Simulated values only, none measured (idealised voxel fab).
A process module follows: voxel transistor to metal.
Cross-sectional view cut (width: 265 nm; square cell size: 5 nm).
Cross-sections here: square-cell grids, written as top-down lists of bands, a band being one or more rows of cells. Band: top height; bottom height; in nm. Then, left to right: material with width in nm, for each material. "all across": a single material spanning edge to edge. "blank": empty space. It should be noted that heights are counted from 0, beneath which the wafer as supplied is of one material throughout, and that the lowest band possesses no lower boundary but continues downward, as written in "0 -> down". Quick explanation for "30..40": the width changes in equal steps down the rows of cells, from the first number in the band's top row to the second number in its bottom row. For the purposes of this document, the phrase "everything unchanged" attached to a step denotes that no cell within the cross-section was modified by that step. The list in "Closed void roster" covers empty spaces of 8 cells or more that cannot reach the top through any open way, and it gives each as width x height at distance; the distance is from the left edge, and width, height and distance are in nm. The remark found on a step's line after its settings is issued by the simulator itself and pertains to that step. What "overlay nm" on a step's line means: if the step has a mask, that mask lay this far to the right of its planned place, or, when the value is negative, to the left.
## Steps in the process plan
1,RECEIVE (material Si)
2,OXIDIZE (depth nm 5)
3,CONFORMAL_DEP (material SiN; thk nm 10)
4,PATTERN (tone cover; mask id ACTIVE; material resist; width nm 100; pitch nm 125; thk nm 20; overlay nm 0)
5,DIRECTIONAL_ETCH (etch materials SiN; depth nm 10)
6,DIRECTIONAL_ETCH (etch materials SiO2; depth nm 5)
7,DIRECTIONAL_ETCH (etch materials Si; depth nm 20)
8,STRIP (etch materials resist)
9,OXIDIZE (depth nm 5)
10,FILL_DEP (material SiO2; thk nm 10)
11,CMP (height nm 10)
12,SELECTIVE_ETCH (etch materials SiO2; depth nm 10)
13,STRIP (etch materials SiN)
14,SELECTIVE_ETCH (etch materials SiO2; depth nm 5)
15,OXIDIZE (depth nm 5)
16,DIRECTIONAL_DEP (material polySi; thk nm 30)
17,DIRECTIONAL_DEP (material SiCN; thk nm 10)
18,MASKED_ETCH (tone cover; mask id GATE; width nm 20; pitch nm 125; etch materials SiCN; depth nm 20; overlay nm 0)
19,MASKED_ETCH (tone cover; mask id GATE; width nm 20; pitch nm 125; etch materials polySi; depth nm 40; overlay nm 0)
20,CONFORMAL_DEP (material SiN; thk nm 5)
21,DIRECTIONAL_ETCH (etch materials SiN; depth nm 5)
22,DIRECTIONAL_ETCH (etch materials SiO2; depth nm 5)
23,EPI (material nSi; thk nm 5)
24,FILL_DEP (material SiO2; thk nm 5)
25,CMP (height nm 35)
26,DIRECTIONAL_DEP (material SiO2; thk nm 15)
27,MASKED_ETCH (tone open; mask id CONTACT; width nm 15; etch materials SiO2; depth nm 55; overlay nm 0)
28,CONFORMAL_DEP (material TiN; thk nm 5)
29,FILL_DEP (material W; thk nm 10)
30,CMP (height nm 50)
31,CONFORMAL_DEP (material SiN; thk nm 5)
32,DIRECTIONAL_DEP (material lowk; thk nm 15)
33,PATTERN (tone open; mask id METAL_1; material resist; width nm 15; thk nm 15; overlay nm 0)
34,DIRECTIONAL_ETCH (etch materials lowk; depth nm 15)
35,DIRECTIONAL_ETCH (etch materials SiN; depth nm 5)
36,STRIP (etch materials resist)
37,CONFORMAL_DEP (material TiN; thk nm 5)
38,FILL_DEP (material Ru; thk nm 10)
39,CMP (height nm 70)
40,EPI (material Ru; thk nm 5)
41,FILL_DEP (material SiCN; thk nm 5)
42,DIRECTIONAL_DEP (material lowk; thk nm 35)
43,DIRECTIONAL_DEP (material aC; thk nm 15)
44,PATTERN (tone open; mask id METAL_2; material resist; width nm 15; pitch nm 125; thk nm 30; overlay nm 0)
45,DIRECTIONAL_ETCH (etch materials aC; depth nm 15)
46,STRIP (etch materials resist)
47,DIRECTIONAL_ETCH (etch materials lowk; depth nm 20)
48,STRIP (etch materials aC)
49,PATTERN (tone open; mask id METAL_2_HOLES; material resist; width nm 15; pitch nm 125; thk nm 15; overlay nm 0)
50,DIRECTIONAL_ETCH (etch materials lowk; depth nm 15)
51,DIRECTIONAL_ETCH (etch materials SiCN; depth nm 5)
52,STRIP (etch materials resist)
53,CONFORMAL_DEP (material TiN; thk nm 5)
54,FILL_DEP (material Ru; thk nm 5)
55,CMP (height nm 115)
56,CONFORMAL_DEP (material SiN; thk nm 5)
## First out of two wafers; run went to plan
## Cross-sectional view of the wafer in its as-received condition, corresponding to the state after step 1
> 0 -> down  Si all across
> Closed void roster: none
## State of the wafer after step 2, shown in cross-section
> 0 -> -5  SiO2 all across
> Rest of section, below -5: as before.
## State of the wafer after step 3, shown in cross-section
> 10 -> 0  SiN all across
> Rest of section, below 0: as before.
## State of the wafer after step 4, shown in cross-section
> 30 -> 10  blank=20, resist=100, blank=25, resist=100, blank=20
> Rest of section, below 10: as before.
## State of the wafer after step 5, shown in cross-section
> 30 -> 10  blank=20, resist=100, blank=25, resist=100, blank=20
> 10 -> 0  blank=20, SiN=100, blank=25, SiN=100, blank=20
> Rest of section, below 0: as before.
## State of the wafer after step 6, shown in cross-section
> 30 -> 10  blank=20, resist=100, blank=25, resist=100, blank=20
> 10 -> 0  blank=20, SiN=100, blank=25, SiN=100, blank=20
> 0 -> -5  blank=20, SiO2=100, blank=25, SiO2=100, blank=20
> Rest of section, below -5: as before.
## State of the wafer after step 7, shown in cross-section
> 30 -> 10  blank=20, resist=100, blank=25, resist=100, blank=20
> 10 -> 0  blank=20, SiN=100, blank=25, SiN=100, blank=20
> 0 -> -5  blank=20, SiO2=100, blank=25, SiO2=100, blank=20
> -5 -> -25  blank=20, Si=100, blank=25, Si=100, blank=20
> Rest of section, below -25: as before.
## State of the wafer after step 8, shown in cross-section
> 10 -> 0  blank=20, SiN=100, blank=25, SiN=100, blank=20
> Rest of section, below 0: as before.
## State of the wafer after step 9, shown in cross-section
> 10 -> 0  blank=20, SiN=100, blank=25, SiN=100, blank=20
> 0 -> -5  blank=20, SiO2=100, blank=25, SiO2=100, blank=20
> -5 -> -25  blank=20, SiO2=5, Si=90, SiO2=5, blank=25, SiO2=5, Si=90, SiO2=5, blank=20
> -25 -> -30  SiO2=25, Si=90, SiO2=35, Si=90, SiO2=25
> Rest of section, below -30: as before.
## State of the wafer after step 10, shown in cross-section
> 20 -> 10  SiO2 all across
> 10 -> 0  SiO2=20, SiN=100, SiO2=25, SiN=100, SiO2=20
> 0 -> -5  SiO2 all across
> -5 -> -30  SiO2=25, Si=90, SiO2=35, Si=90, SiO2=25
> Rest of section, below -30: as before.
## State of the wafer after step 11, shown in cross-section
> 10 -> 0  SiO2=20, SiN=100, SiO2=25, SiN=100, SiO2=20
> Rest of section, below 0: as before.
## State of the wafer after step 12, shown in cross-section
> 10 -> 0  blank=20, SiN=100, blank=25, SiN=100, blank=20
> Rest of section, below 0: as before.
## State of the wafer after step 13, shown in cross-section
> 0 -> -5  SiO2 all across
> Rest of section, below -5: as before.
## State of the wafer after step 14, shown in cross-section
> -5 -> -30  SiO2=25, Si=90, SiO2=35, Si=90, SiO2=25
> Rest of section, below -30: as before.
## State of the wafer after step 15, shown in cross-section
> -5 -> -10  SiO2 all across
> Rest of section, below -10: as before.
## State of the wafer after step 16, shown in cross-section
> 25 -> -5  polySi all across
> Rest of section, below -5: as before.
## State of the wafer after step 17, shown in cross-section
> 35 -> 25  SiCN all across
> Rest of section, below 25: as before.
## State of the wafer after step 18, shown in cross-section
> 35 -> 25  blank=60, SiCN=20, blank=105, SiCN=20, blank=60
> Rest of section, below 25: as before.
## State of the wafer after step 19, shown in cross-section
> 35 -> 25  blank=60, SiCN=20, blank=105, SiCN=20, blank=60
> 25 -> -5  blank=60, polySi=20, blank=105, polySi=20, blank=60
> Rest of section, below -5: as before.
## State of the wafer after step 20, shown in cross-section
> 40 -> 35  blank=55, SiN=30, blank=95, SiN=30, blank=55
> 35 -> 25  blank=55, SiN=5, SiCN=20, SiN=5, blank=95, SiN=5, SiCN=20, SiN=5, blank=55
> 25 -> 0  blank=55, SiN=5, polySi=20, SiN=5, blank=95, SiN=5, polySi=20, SiN=5, blank=55
> 0 -> -5  SiN=60, polySi=20, SiN=105, polySi=20, SiN=60
> Rest of section, below -5: as before.
## State of the wafer after step 21, shown in cross-section
> 35 -> 25  blank=55, SiN=5, SiCN=20, SiN=5, blank=95, SiN=5, SiCN=20, SiN=5, blank=55
> 25 -> -5  blank=55, SiN=5, polySi=20, SiN=5, blank=95, SiN=5, polySi=20, SiN=5, blank=55
> Rest of section, below -5: as before.
## State of the wafer after step 22, shown in cross-section
> 35 -> 25  blank=55, SiN=5, SiCN=20, SiN=5, blank=95, SiN=5, SiCN=20, SiN=5, blank=55
> 25 -> -5  blank=55, SiN=5, polySi=20, SiN=5, blank=95, SiN=5, polySi=20, SiN=5, blank=55
> -5 -> -10  blank=55, SiO2=30, blank=95, SiO2=30, blank=55
> Rest of section, below -10: as before.
## State of the wafer after step 23, shown in cross-section
> 35 -> 25  blank=55, SiN=5, SiCN=20, SiN=5, blank=95, SiN=5, SiCN=20, SiN=5, blank=55
> 25 -> -5  blank=55, SiN=5, polySi=20, SiN=5, blank=95, SiN=5, polySi=20, SiN=5, blank=55
> -5 -> -10  blank=20, nSi=35, SiO2=30, nSi=35, blank=25, nSi=35, SiO2=30, nSi=35, blank=20
> Rest of section, below -10: as before.
## State of the wafer after step 24, shown in cross-section
> 40 -> 35  SiO2 all across
> 35 -> 25  SiO2=55, SiN=5, SiCN=20, SiN=5, SiO2=95, SiN=5, SiCN=20, SiN=5, SiO2=55
> 25 -> -5  SiO2=55, SiN=5, polySi=20, SiN=5, SiO2=95, SiN=5, polySi=20, SiN=5, SiO2=55
> -5 -> -10  SiO2=20, nSi=35, SiO2=30, nSi=35, SiO2=25, nSi=35, SiO2=30, nSi=35, SiO2=20
> Rest of section, below -10: as before.
## State of the wafer after step 25, shown in cross-section
> 35 -> 25  SiO2=55, SiN=5, SiCN=20, SiN=5, SiO2=95, SiN=5, SiCN=20, SiN=5, SiO2=55
> Rest of section, below 25: as before.
## State of the wafer after step 26, shown in cross-section
> 50 -> 35  SiO2 all across
> Rest of section, below 35: as before.
## State of the wafer after step 27, shown in cross-section
> 50 -> 35  SiO2=30, blank=15, SiO2=50, blank=15, SiO2=45, blank=15, SiO2=50, blank=15, SiO2=30
> 35 -> 25  SiO2=30, blank=15, SiO2=10, SiN=5, SiCN=20, SiN=5, SiO2=10, blank=15, SiO2=45, blank=15, SiO2=10, SiN=5, SiCN=20, SiN=5, SiO2=10, blank=15, SiO2=30
> 25 -> -5  SiO2=30, blank=15, SiO2=10, SiN=5, polySi=20, SiN=5, SiO2=10, blank=15, SiO2=45, blank=15, SiO2=10, SiN=5, polySi=20, SiN=5, SiO2=10, blank=15, SiO2=30
> Rest of section, below -5: as before.
## State of the wafer after step 28, shown in cross-section
> 55 -> 50  TiN=35, blank=5, TiN=60, blank=5, TiN=55, blank=5, TiN=60, blank=5, TiN=35
> 50 -> 35  SiO2=30, TiN=5, blank=5, TiN=5, SiO2=50, TiN=5, blank=5, TiN=5, SiO2=45, TiN=5, blank=5, TiN=5, SiO2=50, TiN=5, blank=5, TiN=5, SiO2=30
> 35 -> 25  SiO2=30, TiN=5, blank=5, TiN=5, SiO2=10, SiN=5, SiCN=20, SiN=5, SiO2=10, TiN=5, blank=5, TiN=5, SiO2=45, TiN=5, blank=5, TiN=5, SiO2=10, SiN=5, SiCN=20, SiN=5, SiO2=10, TiN=5, blank=5, TiN=5, SiO2=30
> 25 -> 0  SiO2=30, TiN=5, blank=5, TiN=5, SiO2=10, SiN=5, polySi=20, SiN=5, SiO2=10, TiN=5, blank=5, TiN=5, SiO2=45, TiN=5, blank=5, TiN=5, SiO2=10, SiN=5, polySi=20, SiN=5, SiO2=10, TiN=5, blank=5, TiN=5, SiO2=30
> 0 -> -5  SiO2=30, TiN=15, SiO2=10, SiN=5, polySi=20, SiN=5, SiO2=10, TiN=15, SiO2=45, TiN=15, SiO2=10, SiN=5, polySi=20, SiN=5, SiO2=10, TiN=15, SiO2=30
> Rest of section, below -5: as before.
## State of the wafer after step 29, shown in cross-section
> 65 -> 55  W all across
> 55 -> 50  TiN=35, W=5, TiN=60, W=5, TiN=55, W=5, TiN=60, W=5, TiN=35
> 50 -> 35  SiO2=30, TiN=5, W=5, TiN=5, SiO2=50, TiN=5, W=5, TiN=5, SiO2=45, TiN=5, W=5, TiN=5, SiO2=50, TiN=5, W=5, TiN=5, SiO2=30
> 35 -> 25  SiO2=30, TiN=5, W=5, TiN=5, SiO2=10, SiN=5, SiCN=20, SiN=5, SiO2=10, TiN=5, W=5, TiN=5, SiO2=45, TiN=5, W=5, TiN=5, SiO2=10, SiN=5, SiCN=20, SiN=5, SiO2=10, TiN=5, W=5, TiN=5, SiO2=30
> 25 -> 0  SiO2=30, TiN=5, W=5, TiN=5, SiO2=10, SiN=5, polySi=20, SiN=5, SiO2=10, TiN=5, W=5, TiN=5, SiO2=45, TiN=5, W=5, TiN=5, SiO2=10, SiN=5, polySi=20, SiN=5, SiO2=10, TiN=5, W=5, TiN=5, SiO2=30
> Rest of section, below 0: as before.
## State of the wafer after step 30, shown in cross-section
> 50 -> 35  SiO2=30, TiN=5, W=5, TiN=5, SiO2=50, TiN=5, W=5, TiN=5, SiO2=45, TiN=5, W=5, TiN=5, SiO2=50, TiN=5, W=5, TiN=5, SiO2=30
> Rest of section, below 35: as before.
## State of the wafer after step 31, shown in cross-section
> 55 -> 50  SiN all across
> Rest of section, below 50: as before.
## State of the wafer after step 32, shown in cross-section
> 70 -> 55  lowk all across
> Rest of section, below 55: as before.
## State of the wafer after step 33, shown in cross-section
> 85 -> 70  resist=30, blank=15, resist=50, blank=15, resist=45, blank=15, resist=50, blank=15, resist=30
> Rest of section, below 70: as before.
## State of the wafer after step 34, shown in cross-section
> 85 -> 70  resist=30, blank=15, resist=50, blank=15, resist=45, blank=15, resist=50, blank=15, resist=30
> 70 -> 55  lowk=30, blank=15, lowk=50, blank=15, lowk=45, blank=15, lowk=50, blank=15, lowk=30
> Rest of section, below 55: as before.
## State of the wafer after step 35, shown in cross-section
> 85 -> 70  resist=30, blank=15, resist=50, blank=15, resist=45, blank=15, resist=50, blank=15, resist=30
> 70 -> 55  lowk=30, blank=15, lowk=50, blank=15, lowk=45, blank=15, lowk=50, blank=15, lowk=30
> 55 -> 50  SiN=30, blank=15, SiN=50, blank=15, SiN=45, blank=15, SiN=50, blank=15, SiN=30
> Rest of section, below 50: as before.
## State of the wafer after step 36, shown in cross-section
> 70 -> 55  lowk=30, blank=15, lowk=50, blank=15, lowk=45, blank=15, lowk=50, blank=15, lowk=30
> Rest of section, below 55: as before.
## State of the wafer after step 37, shown in cross-section
> 75 -> 70  TiN=35, blank=5, TiN=60, blank=5, TiN=55, blank=5, TiN=60, blank=5, TiN=35
> 70 -> 55  lowk=30, TiN=5, blank=5, TiN=5, lowk=50, TiN=5, blank=5, TiN=5, lowk=45, TiN=5, blank=5, TiN=5, lowk=50, TiN=5, blank=5, TiN=5, lowk=30
> 55 -> 50  SiN=30, TiN=15, SiN=50, TiN=15, SiN=45, TiN=15, SiN=50, TiN=15, SiN=30
> Rest of section, below 50: as before.
## State of the wafer after step 38, shown in cross-section
> 85 -> 75  Ru all across
> 75 -> 70  TiN=35, Ru=5, TiN=60, Ru=5, TiN=55, Ru=5, TiN=60, Ru=5, TiN=35
> 70 -> 55  lowk=30, TiN=5, Ru=5, TiN=5, lowk=50, TiN=5, Ru=5, TiN=5, lowk=45, TiN=5, Ru=5, TiN=5, lowk=50, TiN=5, Ru=5, TiN=5, lowk=30
> Rest of section, below 55: as before.
## State of the wafer after step 39, shown in cross-section
> 70 -> 55  lowk=30, TiN=5, Ru=5, TiN=5, lowk=50, TiN=5, Ru=5, TiN=5, lowk=45, TiN=5, Ru=5, TiN=5, lowk=50, TiN=5, Ru=5, TiN=5, lowk=30
> Rest of section, below 55: as before.
## State of the wafer after step 40, shown in cross-section
> 75 -> 70  blank=25, Ru=25, blank=40, Ru=25, blank=35, Ru=25, blank=40, Ru=25, blank=25
> Rest of section, below 70: as before.
## State of the wafer after step 41, shown in cross-section
> 80 -> 75  SiCN all across
> 75 -> 70  SiCN=25, Ru=25, SiCN=40, Ru=25, SiCN=35, Ru=25, SiCN=40, Ru=25, SiCN=25
> Rest of section, below 70: as before.
## State of the wafer after step 42, shown in cross-section
> 115 -> 80  lowk all across
> Rest of section, below 80: as before.
## State of the wafer after step 43, shown in cross-section
> 130 -> 115  aC all across
> Rest of section, below 115: as before.
## State of the wafer after step 44, shown in cross-section
> 160 -> 130  resist=30, blank=15, resist=110, blank=15, resist=95
> Rest of section, below 130: as before.
## State of the wafer after step 45, shown in cross-section
> 145 -> 130  resist=30, blank=15, resist=110, blank=15, resist=95
> 130 -> 115  aC=30, blank=15, aC=110, blank=15, aC=95
> Rest of section, below 115: as before.
## State of the wafer after step 46, shown in cross-section
> 130 -> 115  aC=30, blank=15, aC=110, blank=15, aC=95
> Rest of section, below 115: as before.
## State of the wafer after step 47, shown in cross-section
> 130 -> 115  aC=30, blank=15, aC=110, blank=15, aC=95
> 115 -> 95  lowk=30, blank=15, lowk=110, blank=15, lowk=95
> Rest of section, below 95: as before.
## State of the wafer after step 48, shown in cross-section
> 115 -> 95  lowk=30, blank=15, lowk=110, blank=15, lowk=95
> Rest of section, below 95: as before.
## State of the wafer after step 49, shown in cross-section
> 130 -> 115  resist=30, blank=15, resist=110, blank=15, resist=95
> Rest of section, below 115: as before.
## State of the wafer after step 50, shown in cross-section
> 130 -> 115  resist=30, blank=15, resist=110, blank=15, resist=95
> 115 -> 80  lowk=30, blank=15, lowk=110, blank=15, lowk=95
> Rest of section, below 80: as before.
## State of the wafer after step 51, shown in cross-section
> 130 -> 115  resist=30, blank=15, resist=110, blank=15, resist=95
> 115 -> 80  lowk=30, blank=15, lowk=110, blank=15, lowk=95
> 80 -> 75  SiCN=30, blank=15, SiCN=110, blank=15, SiCN=95
> Rest of section, below 75: as before.
## State of the wafer after step 52, shown in cross-section
> 115 -> 80  lowk=30, blank=15, lowk=110, blank=15, lowk=95
> Rest of section, below 80: as before.
## State of the wafer after step 53, shown in cross-section
> 120 -> 115  TiN=35, blank=5, TiN=120, blank=5, TiN=100
> 115 -> 80  lowk=30, TiN=5, blank=5, TiN=5, lowk=110, TiN=5, blank=5, TiN=5, lowk=95
> 80 -> 75  SiCN=30, TiN=15, SiCN=110, TiN=15, SiCN=95
> Rest of section, below 75: as before.
## State of the wafer after step 54, shown in cross-section
> 125 -> 120  Ru all across
> 120 -> 115  TiN=35, Ru=5, TiN=120, Ru=5, TiN=100
> 115 -> 80  lowk=30, TiN=5, Ru=5, TiN=5, lowk=110, TiN=5, Ru=5, TiN=5, lowk=95
> Rest of section, below 80: as before.
## State of the wafer after step 55, shown in cross-section
> 115 -> 80  lowk=30, TiN=5, Ru=5, TiN=5, lowk=110, TiN=5, Ru=5, TiN=5, lowk=95
> Rest of section, below 80: as before.
## State of the wafer after step 56, shown in cross-section
> 120 -> 115  SiN all across
> Rest of section, below 115: as before.
## Here the second wafer is described. Its start and its plan were those of the first wafer. Its run contained one mistake. Up to and including step 26, it did exactly what the first wafer did
## Second wafer shown in cross-section at the time step 27 was slated to end
> 50 -> 35  SiO2=20, blank=15, SiO2=50, blank=15, SiO2=45, blank=15, SiO2=50, blank=15, SiO2=40
> 35 -> 25  SiO2=20, blank=15, SiO2=20, SiN=5, SiCN=20, SiN=5, blank=15, SiO2=45, blank=15, SiO2=20, SiN=5, SiCN=20, SiN=5, blank=15, SiO2=40
> 25 -> -5  SiO2=20, blank=15, SiO2=20, SiN=5, polySi=20, SiN=5, blank=15, SiO2=45, blank=15, SiO2=20, SiN=5, polySi=20, SiN=5, blank=15, SiO2=40
> Rest of section, below -5: as before.
## Second wafer shown in cross-section at the time step 28 was slated to end
> 55 -> 50  TiN=25, blank=5, TiN=60, blank=5, TiN=55, blank=5, TiN=60, blank=5, TiN=45
> 50 -> 35  SiO2=20, TiN=5, blank=5, TiN=5, SiO2=50, TiN=5, blank=5, TiN=5, SiO2=45, TiN=5, blank=5, TiN=5, SiO2=50, TiN=5, blank=5, TiN=5, SiO2=40
> 35 -> 25  SiO2=20, TiN=5, blank=5, TiN=5, SiO2=20, SiN=5, SiCN=20, SiN=5, TiN=5, blank=5, TiN=5, SiO2=45, TiN=5, blank=5, TiN=5, SiO2=20, SiN=5, SiCN=20, SiN=5, TiN=5, blank=5, TiN=5, SiO2=40
> 25 -> 0  SiO2=20, TiN=5, blank=5, TiN=5, SiO2=20, SiN=5, polySi=20, SiN=5, TiN=5, blank=5, TiN=5, SiO2=45, TiN=5, blank=5, TiN=5, SiO2=20, SiN=5, polySi=20, SiN=5, TiN=5, blank=5, TiN=5, SiO2=40
> 0 -> -5  SiO2=20, TiN=15, SiO2=20, SiN=5, polySi=20, SiN=5, TiN=15, SiO2=45, TiN=15, SiO2=20, SiN=5, polySi=20, SiN=5, TiN=15, SiO2=40
> Rest of section, below -5: as before.
## Second wafer shown in cross-section at the time step 29 was slated to end
> 65 -> 55  W all across
> 55 -> 50  TiN=25, W=5, TiN=60, W=5, TiN=55, W=5, TiN=60, W=5, TiN=45
> 50 -> 35  SiO2=20, TiN=5, W=5, TiN=5, SiO2=50, TiN=5, W=5, TiN=5, SiO2=45, TiN=5, W=5, TiN=5, SiO2=50, TiN=5, W=5, TiN=5, SiO2=40
> 35 -> 25  SiO2=20, TiN=5, W=5, TiN=5, SiO2=20, SiN=5, SiCN=20, SiN=5, TiN=5, W=5, TiN=5, SiO2=45, TiN=5, W=5, TiN=5, SiO2=20, SiN=5, SiCN=20, SiN=5, TiN=5, W=5, TiN=5, SiO2=40
> 25 -> 0  SiO2=20, TiN=5, W=5, TiN=5, SiO2=20, SiN=5, polySi=20, SiN=5, TiN=5, W=5, TiN=5, SiO2=45, TiN=5, W=5, TiN=5, SiO2=20, SiN=5, polySi=20, SiN=5, TiN=5, W=5, TiN=5, SiO2=40
> Rest of section, below 0: as before.
## Second wafer shown in cross-section at the time step 30 was slated to end
> 50 -> 35  SiO2=20, TiN=5, W=5, TiN=5, SiO2=50, TiN=5, W=5, TiN=5, SiO2=45, TiN=5, W=5, TiN=5, SiO2=50, TiN=5, W=5, TiN=5, SiO2=40
> Rest of section, below 35: as before.
## Second wafer shown in cross-section at the time step 31 was slated to end
> 55 -> 50  SiN all across
> Rest of section, below 50: as before.
## Second wafer shown in cross-section at the time step 32 was slated to end
> 70 -> 55  lowk all across
> Rest of section, below 55: as before.
## Second wafer shown in cross-section at the time step 33 was slated to end
> 85 -> 70  resist=30, blank=15, resist=50, blank=15, resist=45, blank=15, resist=50, blank=15, resist=30
> Rest of section, below 70: as before.
## Second wafer shown in cross-section at the time step 34 was slated to end
> 85 -> 70  resist=30, blank=15, resist=50, blank=15, resist=45, blank=15, resist=50, blank=15, resist=30
> 70 -> 55  lowk=30, blank=15, lowk=50, blank=15, lowk=45, blank=15, lowk=50, blank=15, lowk=30
> Rest of section, below 55: as before.
## Second wafer shown in cross-section at the time step 35 was slated to end
> 85 -> 70  resist=30, blank=15, resist=50, blank=15, resist=45, blank=15, resist=50, blank=15, resist=30
> 70 -> 55  lowk=30, blank=15, lowk=50, blank=15, lowk=45, blank=15, lowk=50, blank=15, lowk=30
> 55 -> 50  SiN=30, blank=15, SiN=50, blank=15, SiN=45, blank=15, SiN=50, blank=15, SiN=30
> Rest of section, below 50: as before.
## Second wafer shown in cross-section at the time step 36 was slated to end
> 70 -> 55  lowk=30, blank=15, lowk=50, blank=15, lowk=45, blank=15, lowk=50, blank=15, lowk=30
> Rest of section, below 55: as before.
## Second wafer shown in cross-section at the time step 37 was slated to end
> 75 -> 70  TiN=35, blank=5, TiN=60, blank=5, TiN=55, blank=5, TiN=60, blank=5, TiN=35
> 70 -> 55  lowk=30, TiN=5, blank=5, TiN=5, lowk=50, TiN=5, blank=5, TiN=5, lowk=45, TiN=5, blank=5, TiN=5, lowk=50, TiN=5, blank=5, TiN=5, lowk=30
> 55 -> 50  SiN=30, TiN=15, SiN=50, TiN=15, SiN=45, TiN=15, SiN=50, TiN=15, SiN=30
> Rest of section, below 50: as before.
## Second wafer shown in cross-section at the time step 38 was slated to end
> 85 -> 75  Ru all across
> 75 -> 70  TiN=35, Ru=5, TiN=60, Ru=5, TiN=55, Ru=5, TiN=60, Ru=5, TiN=35
> 70 -> 55  lowk=30, TiN=5, Ru=5, TiN=5, lowk=50, TiN=5, Ru=5, TiN=5, lowk=45, TiN=5, Ru=5, TiN=5, lowk=50, TiN=5, Ru=5, TiN=5, lowk=30
> Rest of section, below 55: as before.
## Second wafer shown in cross-section at the time step 39 was slated to end
> 70 -> 55  lowk=30, TiN=5, Ru=5, TiN=5, lowk=50, TiN=5, Ru=5, TiN=5, lowk=45, TiN=5, Ru=5, TiN=5, lowk=50, TiN=5, Ru=5, TiN=5, lowk=30
> Rest of section, below 55: as before.
## Second wafer shown in cross-section at the time step 40 was slated to end
> 75 -> 70  blank=25, Ru=25, blank=40, Ru=25, blank=35, Ru=25, blank=40, Ru=25, blank=25
> Rest of section, below 70: as before.
## Second wafer shown in cross-section at the time step 41 was slated to end
> 80 -> 75  SiCN all across
> 75 -> 70  SiCN=25, Ru=25, SiCN=40, Ru=25, SiCN=35, Ru=25, SiCN=40, Ru=25, SiCN=25
> Rest of section, below 70: as before.
## Second wafer shown in cross-section at the time step 42 was slated to end
> 115 -> 80  lowk all across
> Rest of section, below 80: as before.
## Second wafer shown in cross-section at the time step 43 was slated to end
> 130 -> 115  aC all across
> Rest of section, below 115: as before.
## Second wafer shown in cross-section at the time step 44 was slated to end
> 160 -> 130  resist=30, blank=15, resist=110, blank=15, resist=95
> Rest of section, below 130: as before.
## Second wafer shown in cross-section at the time step 45 was slated to end
> 145 -> 130  resist=30, blank=15, resist=110, blank=15, resist=95
> 130 -> 115  aC=30, blank=15, aC=110, blank=15, aC=95
> Rest of section, below 115: as before.
## Second wafer shown in cross-section at the time step 46 was slated to end
> 130 -> 115  aC=30, blank=15, aC=110, blank=15, aC=95
> Rest of section, below 115: as before.
## Second wafer shown in cross-section at the time step 47 was slated to end
> 130 -> 115  aC=30, blank=15, aC=110, blank=15, aC=95
> 115 -> 95  lowk=30, blank=15, lowk=110, blank=15, lowk=95
> Rest of section, below 95: as before.
## Second wafer shown in cross-section at the time step 48 was slated to end
> 115 -> 95  lowk=30, blank=15, lowk=110, blank=15, lowk=95
> Rest of section, below 95: as before.
## Second wafer shown in cross-section at the time step 49 was slated to end
> 130 -> 115  resist=30, blank=15, resist=110, blank=15, resist=95
> Rest of section, below 115: as before.
## Second wafer shown in cross-section at the time step 50 was slated to end
> 130 -> 115  resist=30, blank=15, resist=110, blank=15, resist=95
> 115 -> 80  lowk=30, blank=15, lowk=110, blank=15, lowk=95
> Rest of section, below 80: as before.
## Second wafer shown in cross-section at the time step 51 was slated to end
> 130 -> 115  resist=30, blank=15, resist=110, blank=15, resist=95
> 115 -> 80  lowk=30, blank=15, lowk=110, blank=15, lowk=95
> 80 -> 75  SiCN=30, blank=15, SiCN=110, blank=15, SiCN=95
> Rest of section, below 75: as before.
## Second wafer shown in cross-section at the time step 52 was slated to end
> 115 -> 80  lowk=30, blank=15, lowk=110, blank=15, lowk=95
> Rest of section, below 80: as before.
## Second wafer shown in cross-section at the time step 53 was slated to end
> 120 -> 115  TiN=35, blank=5, TiN=120, blank=5, TiN=100
> 115 -> 80  lowk=30, TiN=5, blank=5, TiN=5, lowk=110, TiN=5, blank=5, TiN=5, lowk=95
> 80 -> 75  SiCN=30, TiN=15, SiCN=110, TiN=15, SiCN=95
> Rest of section, below 75: as before.
## Second wafer shown in cross-section at the time step 54 was slated to end
> 125 -> 120  Ru all across
> 120 -> 115  TiN=35, Ru=5, TiN=120, Ru=5, TiN=100
> 115 -> 80  lowk=30, TiN=5, Ru=5, TiN=5, lowk=110, TiN=5, Ru=5, TiN=5, lowk=95
> Rest of section, below 80: as before.
## Second wafer shown in cross-section at the time step 55 was slated to end
> 115 -> 80  lowk=30, TiN=5, Ru=5, TiN=5, lowk=110, TiN=5, Ru=5, TiN=5, lowk=95
> Rest of section, below 80: as before.
## Second wafer shown in cross-section at the time step 56 was slated to end
> 120 -> 115  SiN all across
> Rest of section, below 115: as before.
Diagnosis: not per plan at step 27, really ran MASKED_ETCH (tone open; mask id CONTACT; width nm 15; etch materials SiO2; depth nm 55; overlay nm -10)
Comparing end states, the material composition by cell count is preserved from the first wafer to the second, while the locations of the cells are not.
